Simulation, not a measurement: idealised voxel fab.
process module | voxel transistor to metal
cross-section cut | 235 nm wide | cells 5 nm
A cross-section is a grid of square cells, given in bands from the top down. A band is one or more rows of cells.
Each band's line starts with the height of the band's top and of its bottom, in nm. Then come its materials from left to right, each with its width in nm. One material with "throughout" fills the band from edge to edge. "air" is empty space.
Height 0 is the level under which the wafer as received is all one material. The lowest band goes on downwards, as in "0 down".
A width such as "30 to 40" changes by the same amount from each row of cells to the next, from the band's top row to its bottom row.
"no change" after a step means that no cell of the cross-section changed.
closed voids: empty space of 8 cells or more with no open way to the top, each as width x height at its distance from the left edge, in nm
after a step's settings: what the simulator itself notes on the step
overlay nm, on a step with a mask: how far to the right of its planned place the mask lay; to the left if negative
plan
1 op RECEIVE | material Si
2 op OXIDIZE | depth nm 5
3 op CONFORMAL_DEP | material SiN | thk nm 15
4 op DIRECTIONAL_DEP | material aC | thk nm 15
5 op PATTERN | tone cover | mask id ACTIVE | material resist | width nm 85 | pitch nm 105 | thk nm 35 | overlay nm 0
6 op DIRECTIONAL_ETCH | etch materials aC | depth nm 15
7 op STRIP | etch materials resist
8 op DIRECTIONAL_ETCH | etch materials SiN | depth nm 15
9 op DIRECTIONAL_ETCH | etch materials SiO2 | depth nm 5
10 op DIRECTIONAL_ETCH | etch materials Si | depth nm 30
11 op STRIP | etch materials aC
12 op OXIDIZE | depth nm 5
13 op FILL_DEP | material SiO2 | thk nm 15
14 op CMP | height nm 15
15 op SELECTIVE_ETCH | etch materials SiO2 | depth nm 10
16 op STRIP | etch materials SiN
17 op SELECTIVE_ETCH | etch materials SiO2 | depth nm 5
18 op OXIDIZE | depth nm 5
19 op DIRECTIONAL_DEP | material polySi | thk nm 20
20 op DIRECTIONAL_DEP | material SiCN | thk nm 15
21 op DIRECTIONAL_DEP | material aC | thk nm 10
22 op PATTERN | tone cover | mask id GATE | material resist | width nm 15 | pitch nm 105 | thk nm 30 | overlay nm 0
23 op DIRECTIONAL_ETCH | etch materials aC | depth nm 10
24 op STRIP | etch materials resist
25 op DIRECTIONAL_ETCH | etch materials SiCN | depth nm 25
26 op DIRECTIONAL_ETCH | etch materials polySi | depth nm 30
27 op STRIP | etch materials aC
28 op CONFORMAL_DEP | material SiO2 | thk nm 5
29 op DIRECTIONAL_ETCH | etch materials SiO2 | depth nm 5
30 op CONFORMAL_DEP | material SiN | thk nm 5
31 op DIRECTIONAL_ETCH | etch materials SiN | depth nm 5
32 op DIRECTIONAL_ETCH | etch materials SiO2 | depth nm 5
33 op DIRECTIONAL_ETCH | etch materials Si | depth nm 5
34 op EPI | material SiGe | thk nm 5
35 op FILL_DEP | material SiO2 | thk nm 5
36 op CMP | height nm 30
37 op DIRECTIONAL_DEP | material SiO2 | thk nm 10
38 op PATTERN | tone open | mask id CONTACT | material resist | width nm 15 | thk nm 15 | overlay nm 0
39 op DIRECTIONAL_ETCH | etch materials SiO2 | depth nm 50
40 op STRIP | etch materials resist
41 op CONFORMAL_DEP | material TiN | thk nm 5
42 op FILL_DEP | material W | thk nm 10
43 op CMP | height nm 40
44 op DIRECTIONAL_DEP | material TiN | thk nm 5
45 op DIRECTIONAL_DEP | material W | thk nm 25
46 op MASKED_ETCH | tone cover | mask id METAL_1 | width nm 15 | etch materials W | depth nm 25 | overlay nm 0
47 op MASKED_ETCH | tone cover | mask id METAL_1 | width nm 15 | etch materials TiN | depth nm 5 | overlay nm 0
48 op FILL_DEP | material SiO2 | thk nm 10
49 op CMP | height nm 70
50 op CONFORMAL_DEP | material SiCN | thk nm 5
51 op DIRECTIONAL_DEP | material SiO2 | thk nm 30
52 op PATTERN | tone open | mask id METAL_2 | material resist | width nm 15 | pitch nm 105 | thk nm 15 | overlay nm 0
53 op DIRECTIONAL_ETCH | etch materials SiO2 | depth nm 15
54 op STRIP | etch materials resist
55 op PATTERN | tone open | mask id METAL_2_HOLES | material resist | width nm 15 | pitch nm 105 | thk nm 20 | overlay nm 0
56 op DIRECTIONAL_ETCH | etch materials SiO2 | depth nm 15
57 op DIRECTIONAL_ETCH | etch materials SiCN | depth nm 5
58 op STRIP | etch materials resist
59 op CONFORMAL_DEP | material TiN | thk nm 5
60 op FILL_DEP | material Ru | thk nm 5
61 op CMP | height nm 105
62 op CONFORMAL_DEP | material SiCN | thk nm 5
first wafer, as planned
as received, after step 1
  0 down: Si throughout
  closed voids: none
after step 2
  0 to -5: SiO2 throughout
  below -5: unchanged
after step 3
  15 to 0: SiN throughout
  below 0: unchanged
after step 4
  30 to 15: aC throughout
  below 15: unchanged
after step 5
  65 to 30: air 20 | resist 85 | air 20 | resist 85 | air 25
  below 30: unchanged
after step 6
  50 to 30: air 20 | resist 85 | air 20 | resist 85 | air 25
  30 to 15: air 20 | aC 85 | air 20 | aC 85 | air 25
  below 15: unchanged
after step 7
  30 to 15: air 20 | aC 85 | air 20 | aC 85 | air 25
  below 15: unchanged
after step 8
  30 to 15: air 20 | aC 85 | air 20 | aC 85 | air 25
  15 to 0: air 20 | SiN 85 | air 20 | SiN 85 | air 25
  below 0: unchanged
after step 9
  30 to 15: air 20 | aC 85 | air 20 | aC 85 | air 25
  15 to 0: air 20 | SiN 85 | air 20 | SiN 85 | air 25
  0 to -5: air 20 | SiO2 85 | air 20 | SiO2 85 | air 25
  below -5: unchanged
after step 10
  30 to 15: air 20 | aC 85 | air 20 | aC 85 | air 25
  15 to 0: air 20 | SiN 85 | air 20 | SiN 85 | air 25
  0 to -5: air 20 | SiO2 85 | air 20 | SiO2 85 | air 25
  -5 to -35: air 20 | Si 85 | air 20 | Si 85 | air 25
  below -35: unchanged
after step 11
  15 to 0: air 20 | SiN 85 | air 20 | SiN 85 | air 25
  below 0: unchanged
after step 12
  15 to 0: air 20 | SiN 85 | air 20 | SiN 85 | air 25
  0 to -5: air 20 | SiO2 85 | air 20 | SiO2 85 | air 25
  -5 to -35: air 20 | SiO2 5 | Si 75 | SiO2 5 | air 20 | SiO2 5 | Si 75 | SiO2 5 | air 25
  -35 to -40: SiO2 25 | Si 75 | SiO2 30 | Si 75 | SiO2 30
  below -40: unchanged
after step 13
  30 to 15: SiO2 throughout
  15 to 0: SiO2 20 | SiN 85 | SiO2 20 | SiN 85 | SiO2 25
  0 to -5: SiO2 throughout
  -5 to -40: SiO2 25 | Si 75 | SiO2 30 | Si 75 | SiO2 30
  below -40: unchanged
after step 14
  15 to 0: SiO2 20 | SiN 85 | SiO2 20 | SiN 85 | SiO2 25
  below 0: unchanged
after step 15
  15 to 5: air 20 | SiN 85 | air 20 | SiN 85 | air 25
  below 5: unchanged
after step 16
  5 to 0: SiO2 20 | air 85 | SiO2 20 | air 85 | SiO2 25
  below 0: unchanged
after step 17
  0 to -5: SiO2 15 | air 95 | SiO2 10 | air 95 | SiO2 20
  below -5: unchanged
after step 18
  0 to -5: SiO2 15 | air 95 | SiO2 10 | air 95 | SiO2 20
  -5 to -10: SiO2 throughout
  below -10: unchanged
after step 19
  20 to 15: polySi 15 | air 95 | polySi 10 | air 95 | polySi 20
  15 to 0: polySi throughout
  0 to -5: SiO2 15 | polySi 95 | SiO2 10 | polySi 95 | SiO2 20
  below -5: unchanged
after step 20
  35 to 30: SiCN 15 | air 95 | SiCN 10 | air 95 | SiCN 20
  30 to 20: SiCN throughout
  20 to 15: polySi 15 | SiCN 95 | polySi 10 | SiCN 95 | polySi 20
  below 15: unchanged
after step 21
  45 to 40: aC 15 | air 95 | aC 10 | air 95 | aC 20
  40 to 35: aC throughout
  35 to 30: SiCN 15 | aC 95 | SiCN 10 | aC 95 | SiCN 20
  below 30: unchanged
after step 22
  75 to 45: air 55 | resist 15 | air 90 | resist 15 | air 60
  45 to 40: aC 15 | air 40 | resist 15 | air 40 | aC 10 | air 40 | resist 15 | air 40 | aC 20
  below 40: unchanged
after step 23
  65 to 40: air 55 | resist 15 | air 90 | resist 15 | air 60
  40 to 35: air 55 | aC 15 | air 90 | aC 15 | air 60
  35 to 30: SiCN 15 | air 40 | aC 15 | air 40 | SiCN 10 | air 40 | aC 15 | air 40 | SiCN 20
  below 30: unchanged
after step 24
  40 to 35: air 55 | aC 15 | air 90 | aC 15 | air 60
  below 35: unchanged
after step 25
  40 to 30: air 55 | aC 15 | air 90 | aC 15 | air 60
  30 to 20: air 55 | SiCN 15 | air 90 | SiCN 15 | air 60
  20 to 15: polySi 15 | air 40 | SiCN 15 | air 40 | polySi 10 | air 40 | SiCN 15 | air 40 | polySi 20
  below 15: unchanged
after step 26
  40 to 30: air 55 | aC 15 | air 90 | aC 15 | air 60
  30 to 15: air 55 | SiCN 15 | air 90 | SiCN 15 | air 60
  15 to 0: air 55 | polySi 15 | air 90 | polySi 15 | air 60
  0 to -5: SiO2 15 | air 40 | polySi 15 | air 40 | SiO2 10 | air 40 | polySi 15 | air 40 | SiO2 20
  below -5: unchanged
after step 27
  30 to 15: air 55 | SiCN 15 | air 90 | SiCN 15 | air 60
  below 15: unchanged
after step 28
  35 to 30: air 50 | SiO2 25 | air 80 | SiO2 25 | air 55
  30 to 15: air 50 | SiO2 5 | SiCN 15 | SiO2 5 | air 80 | SiO2 5 | SiCN 15 | SiO2 5 | air 55
  15 to 5: air 50 | SiO2 5 | polySi 15 | SiO2 5 | air 80 | SiO2 5 | polySi 15 | SiO2 5 | air 55
  5 to 0: SiO2 20 | air 30 | SiO2 5 | polySi 15 | SiO2 5 | air 30 | SiO2 20 | air 30 | SiO2 5 | polySi 15 | SiO2 5 | air 30 | SiO2 25
  0 to -5: SiO2 55 | polySi 15 | SiO2 90 | polySi 15 | SiO2 60
  below -5: unchanged
after step 29
  30 to 15: air 50 | SiO2 5 | SiCN 15 | SiO2 5 | air 80 | SiO2 5 | SiCN 15 | SiO2 5 | air 55
  15 to 0: air 50 | SiO2 5 | polySi 15 | SiO2 5 | air 80 | SiO2 5 | polySi 15 | SiO2 5 | air 55
  0 to -5: SiO2 20 | air 30 | SiO2 5 | polySi 15 | SiO2 5 | air 30 | SiO2 20 | air 30 | SiO2 5 | polySi 15 | SiO2 5 | air 30 | SiO2 25
  below -5: unchanged
after step 30
  35 to 30: air 45 | SiN 35 | air 70 | SiN 35 | air 50
  30 to 15: air 45 | SiN 5 | SiO2 5 | SiCN 15 | SiO2 5 | SiN 5 | air 70 | SiN 5 | SiO2 5 | SiCN 15 | SiO2 5 | SiN 5 | air 50
  15 to 5: air 45 | SiN 5 | SiO2 5 | polySi 15 | SiO2 5 | SiN 5 | air 70 | SiN 5 | SiO2 5 | polySi 15 | SiO2 5 | SiN 5 | air 50
  5 to 0: SiN 25 | air 20 | SiN 5 | SiO2 5 | polySi 15 | SiO2 5 | SiN 5 | air 20 | SiN 30 | air 20 | SiN 5 | SiO2 5 | polySi 15 | SiO2 5 | SiN 5 | air 20 | SiN 30
  0 to -5: SiO2 20 | SiN 30 | SiO2 5 | polySi 15 | SiO2 5 | SiN 30 | SiO2 20 | SiN 30 | SiO2 5 | polySi 15 | SiO2 5 | SiN 30 | SiO2 25
  below -5: unchanged
after step 31
  30 to 15: air 45 | SiN 5 | SiO2 5 | SiCN 15 | SiO2 5 | SiN 5 | air 70 | SiN 5 | SiO2 5 | SiCN 15 | SiO2 5 | SiN 5 | air 50
  15 to 0: air 45 | SiN 5 | SiO2 5 | polySi 15 | SiO2 5 | SiN 5 | air 70 | SiN 5 | SiO2 5 | polySi 15 | SiO2 5 | SiN 5 | air 50
  0 to -5: SiO2 20 | SiN 5 | air 20 | SiN 5 | SiO2 5 | polySi 15 | SiO2 5 | SiN 5 | air 20 | SiN 5 | SiO2 20 | SiN 5 | air 20 | SiN 5 | SiO2 5 | polySi 15 | SiO2 5 | SiN 5 | air 20 | SiN 5 | SiO2 25
  below -5: unchanged
after step 32
  30 to 25: air 45 | SiN 5 | air 5 | SiCN 15 | air 5 | SiN 5 | air 70 | SiN 5 | air 5 | SiCN 15 | air 5 | SiN 5 | air 50
  25 to 15: air 45 | SiN 5 | SiO2 5 | SiCN 15 | SiO2 5 | SiN 5 | air 70 | SiN 5 | SiO2 5 | SiCN 15 | SiO2 5 | SiN 5 | air 50
  15 to 0: air 45 | SiN 5 | SiO2 5 | polySi 15 | SiO2 5 | SiN 5 | air 70 | SiN 5 | SiO2 5 | polySi 15 | SiO2 5 | SiN 5 | air 50
  0 to -5: air 20 | SiN 5 | air 20 | SiN 5 | SiO2 5 | polySi 15 | SiO2 5 | SiN 5 | air 20 | SiN 5 | air 20 | SiN 5 | air 20 | SiN 5 | SiO2 5 | polySi 15 | SiO2 5 | SiN 5 | air 20 | SiN 5 | air 25
  -5 to -10: SiO2 25 | air 20 | SiO2 35 | air 20 | SiO2 30 | air 20 | SiO2 35 | air 20 | SiO2 30
  below -10: unchanged
after step 33
  30 to 25: air 45 | SiN 5 | air 5 | SiCN 15 | air 5 | SiN 5 | air 70 | SiN 5 | air 5 | SiCN 15 | air 5 | SiN 5 | air 50
  25 to 15: air 45 | SiN 5 | SiO2 5 | SiCN 15 | SiO2 5 | SiN 5 | air 70 | SiN 5 | SiO2 5 | SiCN 15 | SiO2 5 | SiN 5 | air 50
  15 to 0: air 45 | SiN 5 | SiO2 5 | polySi 15 | SiO2 5 | SiN 5 | air 70 | SiN 5 | SiO2 5 | polySi 15 | SiO2 5 | SiN 5 | air 50
  0 to -5: air 20 | SiN 5 | air 20 | SiN 5 | SiO2 5 | polySi 15 | SiO2 5 | SiN 5 | air 20 | SiN 5 | air 20 | SiN 5 | air 20 | SiN 5 | SiO2 5 | polySi 15 | SiO2 5 | SiN 5 | air 20 | SiN 5 | air 25
  -5 to -10: SiO2 25 | air 20 | SiO2 35 | air 20 | SiO2 30 | air 20 | SiO2 35 | air 20 | SiO2 30
  -10 to -15: SiO2 25 | air 20 | Si 35 | air 20 | SiO2 30 | air 20 | Si 35 | air 20 | SiO2 30
  below -15: unchanged
after step 34
  30 to 25: air 45 | SiN 5 | air 5 | SiCN 15 | air 5 | SiN 5 | air 70 | SiN 5 | air 5 | SiCN 15 | air 5 | SiN 5 | air 50
  25 to 15: air 45 | SiN 5 | SiO2 5 | SiCN 15 | SiO2 5 | SiN 5 | air 70 | SiN 5 | SiO2 5 | SiCN 15 | SiO2 5 | SiN 5 | air 50
  15 to 0: air 45 | SiN 5 | SiO2 5 | polySi 15 | SiO2 5 | SiN 5 | air 70 | SiN 5 | SiO2 5 | polySi 15 | SiO2 5 | SiN 5 | air 50
  0 to -5: air 20 | SiN 5 | air 20 | SiN 5 | SiO2 5 | polySi 15 | SiO2 5 | SiN 5 | air 20 | SiN 5 | air 20 | SiN 5 | air 20 | SiN 5 | SiO2 5 | polySi 15 | SiO2 5 | SiN 5 | air 20 | SiN 5 | air 25
  -5 to -10: SiO2 25 | air 15 | SiGe 5 | SiO2 35 | SiGe 5 | air 15 | SiO2 30 | air 15 | SiGe 5 | SiO2 35 | SiGe 5 | air 15 | SiO2 30
  -10 to -15: SiO2 25 | SiGe 20 | Si 35 | SiGe 20 | SiO2 30 | SiGe 20 | Si 35 | SiGe 20 | SiO2 30
  below -15: unchanged
after step 35
  35 to 30: SiO2 throughout
  30 to 15: SiO2 45 | SiN 5 | SiO2 5 | SiCN 15 | SiO2 5 | SiN 5 | SiO2 70 | SiN 5 | SiO2 5 | SiCN 15 | SiO2 5 | SiN 5 | SiO2 50
  15 to 0: SiO2 45 | SiN 5 | SiO2 5 | polySi 15 | SiO2 5 | SiN 5 | SiO2 70 | SiN 5 | SiO2 5 | polySi 15 | SiO2 5 | SiN 5 | SiO2 50
  0 to -5: SiO2 20 | SiN 5 | SiO2 20 | SiN 5 | SiO2 5 | polySi 15 | SiO2 5 | SiN 5 | SiO2 20 | SiN 5 | SiO2 20 | SiN 5 | SiO2 20 | SiN 5 | SiO2 5 | polySi 15 | SiO2 5 | SiN 5 | SiO2 20 | SiN 5 | SiO2 25
  -5 to -10: SiO2 40 | SiGe 5 | SiO2 35 | SiGe 5 | SiO2 60 | SiGe 5 | SiO2 35 | SiGe 5 | SiO2 45
  below -10: unchanged
after step 36
  30 to 15: SiO2 45 | SiN 5 | SiO2 5 | SiCN 15 | SiO2 5 | SiN 5 | SiO2 70 | SiN 5 | SiO2 5 | SiCN 15 | SiO2 5 | SiN 5 | SiO2 50
  below 15: unchanged
after step 37
  40 to 30: SiO2 throughout
  below 30: unchanged
after step 38
  55 to 40: resist 25 | air 15 | resist 45 | air 15 | resist 30 | air 15 | resist 45 | air 15 | resist 30
  below 40: unchanged
after step 39
  55 to 40: resist 25 | air 15 | resist 45 | air 15 | resist 30 | air 15 | resist 45 | air 15 | resist 30
  40 to 30: SiO2 25 | air 15 | SiO2 45 | air 15 | SiO2 30 | air 15 | SiO2 45 | air 15 | SiO2 30
  30 to 15: SiO2 25 | air 15 | SiO2 5 | SiN 5 | SiO2 5 | SiCN 15 | SiO2 5 | SiN 5 | SiO2 5 | air 15 | SiO2 30 | air 15 | SiO2 5 | SiN 5 | SiO2 5 | SiCN 15 | SiO2 5 | SiN 5 | SiO2 5 | air 15 | SiO2 30
  15 to 0: SiO2 25 | air 15 | SiO2 5 | SiN 5 | SiO2 5 | polySi 15 | SiO2 5 | SiN 5 | SiO2 5 | air 15 | SiO2 30 | air 15 | SiO2 5 | SiN 5 | SiO2 5 | polySi 15 | SiO2 5 | SiN 5 | SiO2 5 | air 15 | SiO2 30
  0 to -5: SiO2 20 | SiN 5 | air 15 | SiO2 5 | SiN 5 | SiO2 5 | polySi 15 | SiO2 5 | SiN 5 | SiO2 5 | air 15 | SiN 5 | SiO2 20 | SiN 5 | air 15 | SiO2 5 | SiN 5 | SiO2 5 | polySi 15 | SiO2 5 | SiN 5 | SiO2 5 | air 15 | SiN 5 | SiO2 25
  -5 to -10: SiO2 25 | air 15 | SiGe 5 | SiO2 35 | SiGe 5 | air 15 | SiO2 30 | air 15 | SiGe 5 | SiO2 35 | SiGe 5 | air 15 | SiO2 30
  below -10: unchanged
after step 40
  40 to 30: SiO2 25 | air 15 | SiO2 45 | air 15 | SiO2 30 | air 15 | SiO2 45 | air 15 | SiO2 30
  below 30: unchanged
after step 41
  45 to 40: TiN 30 | air 5 | TiN 55 | air 5 | TiN 40 | air 5 | TiN 55 | air 5 | TiN 35
  40 to 30: SiO2 25 | TiN 5 | air 5 | TiN 5 | SiO2 45 | TiN 5 | air 5 | TiN 5 | SiO2 30 | TiN 5 | air 5 | TiN 5 | SiO2 45 | TiN 5 | air 5 | TiN 5 | SiO2 30
  30 to 15: SiO2 25 | TiN 5 | air 5 | TiN 5 | SiO2 5 | SiN 5 | SiO2 5 | SiCN 15 | SiO2 5 | SiN 5 | SiO2 5 | TiN 5 | air 5 | TiN 5 | SiO2 30 | TiN 5 | air 5 | TiN 5 | SiO2 5 | SiN 5 | SiO2 5 | SiCN 15 | SiO2 5 | SiN 5 | SiO2 5 | TiN 5 | air 5 | TiN 5 | SiO2 30
  15 to 0: SiO2 25 | TiN 5 | air 5 | TiN 5 | SiO2 5 | SiN 5 | SiO2 5 | polySi 15 | SiO2 5 | SiN 5 | SiO2 5 | TiN 5 | air 5 | TiN 5 | SiO2 30 | TiN 5 | air 5 | TiN 5 | SiO2 5 | SiN 5 | SiO2 5 | polySi 15 | SiO2 5 | SiN 5 | SiO2 5 | TiN 5 | air 5 | TiN 5 | SiO2 30
  0 to -5: SiO2 20 | SiN 5 | TiN 5 | air 5 | TiN 5 | SiO2 5 | SiN 5 | SiO2 5 | polySi 15 | SiO2 5 | SiN 5 | SiO2 5 | TiN 5 | air 5 | TiN 5 | SiN 5 | SiO2 20 | SiN 5 | TiN 5 | air 5 | TiN 5 | SiO2 5 | SiN 5 | SiO2 5 | polySi 15 | SiO2 5 | SiN 5 | SiO2 5 | TiN 5 | air 5 | TiN 5 | SiN 5 | SiO2 25
  -5 to -10: SiO2 25 | TiN 15 | SiGe 5 | SiO2 35 | SiGe 5 | TiN 15 | SiO2 30 | TiN 15 | SiGe 5 | SiO2 35 | SiGe 5 | TiN 15 | SiO2 30
  below -10: unchanged
after step 42
  55 to 45: W throughout
  45 to 40: TiN 30 | W 5 | TiN 55 | W 5 | TiN 40 | W 5 | TiN 55 | W 5 | TiN 35
  40 to 30: SiO2 25 | TiN 5 | W 5 | TiN 5 | SiO2 45 | TiN 5 | W 5 | TiN 5 | SiO2 30 | TiN 5 | W 5 | TiN 5 | SiO2 45 | TiN 5 | W 5 | TiN 5 | SiO2 30
  30 to 15: SiO2 25 | TiN 5 | W 5 | TiN 5 | SiO2 5 | SiN 5 | SiO2 5 | SiCN 15 | SiO2 5 | SiN 5 | SiO2 5 | TiN 5 | W 5 | TiN 5 | SiO2 30 | TiN 5 | W 5 | TiN 5 | SiO2 5 | SiN 5 | SiO2 5 | SiCN 15 | SiO2 5 | SiN 5 | SiO2 5 | TiN 5 | W 5 | TiN 5 | SiO2 30
  15 to 0: SiO2 25 | TiN 5 | W 5 | TiN 5 | SiO2 5 | SiN 5 | SiO2 5 | polySi 15 | SiO2 5 | SiN 5 | SiO2 5 | TiN 5 | W 5 | TiN 5 | SiO2 30 | TiN 5 | W 5 | TiN 5 | SiO2 5 | SiN 5 | SiO2 5 | polySi 15 | SiO2 5 | SiN 5 | SiO2 5 | TiN 5 | W 5 | TiN 5 | SiO2 30
  0 to -5: SiO2 20 | SiN 5 | TiN 5 | W 5 | TiN 5 | SiO2 5 | SiN 5 | SiO2 5 | polySi 15 | SiO2 5 | SiN 5 | SiO2 5 | TiN 5 | W 5 | TiN 5 | SiN 5 | SiO2 20 | SiN 5 | TiN 5 | W 5 | TiN 5 | SiO2 5 | SiN 5 | SiO2 5 | polySi 15 | SiO2 5 | SiN 5 | SiO2 5 | TiN 5 | W 5 | TiN 5 | SiN 5 | SiO2 25
  below -5: unchanged
after step 43
  40 to 30: SiO2 25 | TiN 5 | W 5 | TiN 5 | SiO2 45 | TiN 5 | W 5 | TiN 5 | SiO2 30 | TiN 5 | W 5 | TiN 5 | SiO2 45 | TiN 5 | W 5 | TiN 5 | SiO2 30
  below 30: unchanged
after step 44
  45 to 40: TiN throughout
  below 40: unchanged
after step 45
  70 to 45: W throughout
  below 45: unchanged
after step 46
  70 to 45: air 25 | W 15 | air 45 | W 15 | air 30 | W 15 | air 45 | W 15 | air 30
  below 45: unchanged
after step 47
  70 to 45: air 25 | W 15 | air 45 | W 15 | air 30 | W 15 | air 45 | W 15 | air 30
  45 to 40: air 25 | TiN 15 | air 45 | TiN 15 | air 30 | TiN 15 | air 45 | TiN 15 | air 30
  below 40: unchanged
after step 48
  80 to 70: SiO2 throughout
  70 to 45: SiO2 25 | W 15 | SiO2 45 | W 15 | SiO2 30 | W 15 | SiO2 45 | W 15 | SiO2 30
  45 to 40: SiO2 25 | TiN 15 | SiO2 45 | TiN 15 | SiO2 30 | TiN 15 | SiO2 45 | TiN 15 | SiO2 30
  below 40: unchanged
after step 49
  70 to 45: SiO2 25 | W 15 | SiO2 45 | W 15 | SiO2 30 | W 15 | SiO2 45 | W 15 | SiO2 30
  below 45: unchanged
after step 50
  75 to 70: SiCN throughout
  below 70: unchanged
after step 51
  105 to 75: SiO2 throughout
  below 75: unchanged
after step 52
  120 to 105: resist 25 | air 15 | resist 90 | air 15 | resist 90
  below 105: unchanged
after step 53
  120 to 105: resist 25 | air 15 | resist 90 | air 15 | resist 90
  105 to 90: SiO2 25 | air 15 | SiO2 90 | air 15 | SiO2 90
  below 90: unchanged
after step 54
  105 to 90: SiO2 25 | air 15 | SiO2 90 | air 15 | SiO2 90
  below 90: unchanged
after step 55
  125 to 105: resist 25 | air 15 | resist 90 | air 15 | resist 90
  below 105: unchanged
after step 56
  125 to 105: resist 25 | air 15 | resist 90 | air 15 | resist 90
  105 to 75: SiO2 25 | air 15 | SiO2 90 | air 15 | SiO2 90
  below 75: unchanged
after step 57
  125 to 105: resist 25 | air 15 | resist 90 | air 15 | resist 90
  105 to 75: SiO2 25 | air 15 | SiO2 90 | air 15 | SiO2 90
  75 to 70: SiCN 25 | air 15 | SiCN 90 | air 15 | SiCN 90
  below 70: unchanged
after step 58
  105 to 75: SiO2 25 | air 15 | SiO2 90 | air 15 | SiO2 90
  below 75: unchanged
after step 59
  110 to 105: TiN 30 | air 5 | TiN 100 | air 5 | TiN 95
  105 to 75: SiO2 25 | TiN 5 | air 5 | TiN 5 | SiO2 90 | TiN 5 | air 5 | TiN 5 | SiO2 90
  75 to 70: SiCN 25 | TiN 15 | SiCN 90 | TiN 15 | SiCN 90
  below 70: unchanged
after step 60
  115 to 110: Ru throughout
  110 to 105: TiN 30 | Ru 5 | TiN 100 | Ru 5 | TiN 95
  105 to 75: SiO2 25 | TiN 5 | Ru 5 | TiN 5 | SiO2 90 | TiN 5 | Ru 5 | TiN 5 | SiO2 90
  below 75: unchanged
after step 61
  105 to 75: SiO2 25 | TiN 5 | Ru 5 | TiN 5 | SiO2 90 | TiN 5 | Ru 5 | TiN 5 | SiO2 90
  below 75: unchanged
after step 62
  110 to 105: SiCN throughout
  below 105: unchanged
second wafer: like start, like plan, one mistake. Through step 43 it matches the first wafer
when step 44 should have ended
  65 to 40: W throughout
  below 40: unchanged
when step 45 should have ended
  70 to 65: TiN throughout
  below 65: unchanged
when step 46 should have ended: no change
when step 47 should have ended
  70 to 65: air 25 | TiN 15 | air 45 | TiN 15 | air 30 | TiN 15 | air 45 | TiN 15 | air 30
  below 65: unchanged
when step 48 should have ended
  80 to 70: SiO2 throughout
  70 to 65: SiO2 25 | TiN 15 | SiO2 45 | TiN 15 | SiO2 30 | TiN 15 | SiO2 45 | TiN 15 | SiO2 30
  below 65: unchanged
when step 49 should have ended
  70 to 65: SiO2 25 | TiN 15 | SiO2 45 | TiN 15 | SiO2 30 | TiN 15 | SiO2 45 | TiN 15 | SiO2 30
  below 65: unchanged
when step 50 should have ended
  75 to 70: SiCN throughout
  below 70: unchanged
when step 51 should have ended
  105 to 75: SiO2 throughout
  below 75: unchanged
when step 52 should have ended
  120 to 105: resist 25 | air 15 | resist 90 | air 15 | resist 90
  below 105: unchanged
when step 53 should have ended
  120 to 105: resist 25 | air 15 | resist 90 | air 15 | resist 90
  105 to 90: SiO2 25 | air 15 | SiO2 90 | air 15 | SiO2 90
  below 90: unchanged
when step 54 should have ended
  105 to 90: SiO2 25 | air 15 | SiO2 90 | air 15 | SiO2 90
  below 90: unchanged
when step 55 should have ended
  125 to 105: resist 25 | air 15 | resist 90 | air 15 | resist 90
  below 105: unchanged
when step 56 should have ended
  125 to 105: resist 25 | air 15 | resist 90 | air 15 | resist 90
  105 to 75: SiO2 25 | air 15 | SiO2 90 | air 15 | SiO2 90
  below 75: unchanged
when step 57 should have ended
  125 to 105: resist 25 | air 15 | resist 90 | air 15 | resist 90
  105 to 75: SiO2 25 | air 15 | SiO2 90 | air 15 | SiO2 90
  75 to 70: SiCN 25 | air 15 | SiCN 90 | air 15 | SiCN 90
  below 70: unchanged
when step 58 should have ended
  105 to 75: SiO2 25 | air 15 | SiO2 90 | air 15 | SiO2 90
  below 75: unchanged
when step 59 should have ended
  110 to 105: TiN 30 | air 5 | TiN 100 | air 5 | TiN 95
  105 to 75: SiO2 25 | TiN 5 | air 5 | TiN 5 | SiO2 90 | TiN 5 | air 5 | TiN 5 | SiO2 90
  75 to 70: SiCN 25 | TiN 15 | SiCN 90 | TiN 15 | SiCN 90
  below 70: unchanged
when step 60 should have ended
  115 to 110: Ru throughout
  110 to 105: TiN 30 | Ru 5 | TiN 100 | Ru 5 | TiN 95
  105 to 75: SiO2 25 | TiN 5 | Ru 5 | TiN 5 | SiO2 90 | TiN 5 | Ru 5 | TiN 5 | SiO2 90
  below 75: unchanged
when step 61 should have ended
  105 to 75: SiO2 25 | TiN 5 | Ru 5 | TiN 5 | SiO2 90 | TiN 5 | Ru 5 | TiN 5 | SiO2 90
  below 75: unchanged
when step 62 should have ended
  110 to 105: SiCN throughout
  below 105: unchanged
what went wrong: steps 44 and 45 were swapped
at the end the second wafer has, in cells: 175 fewer of SiO2 | 175 more of W
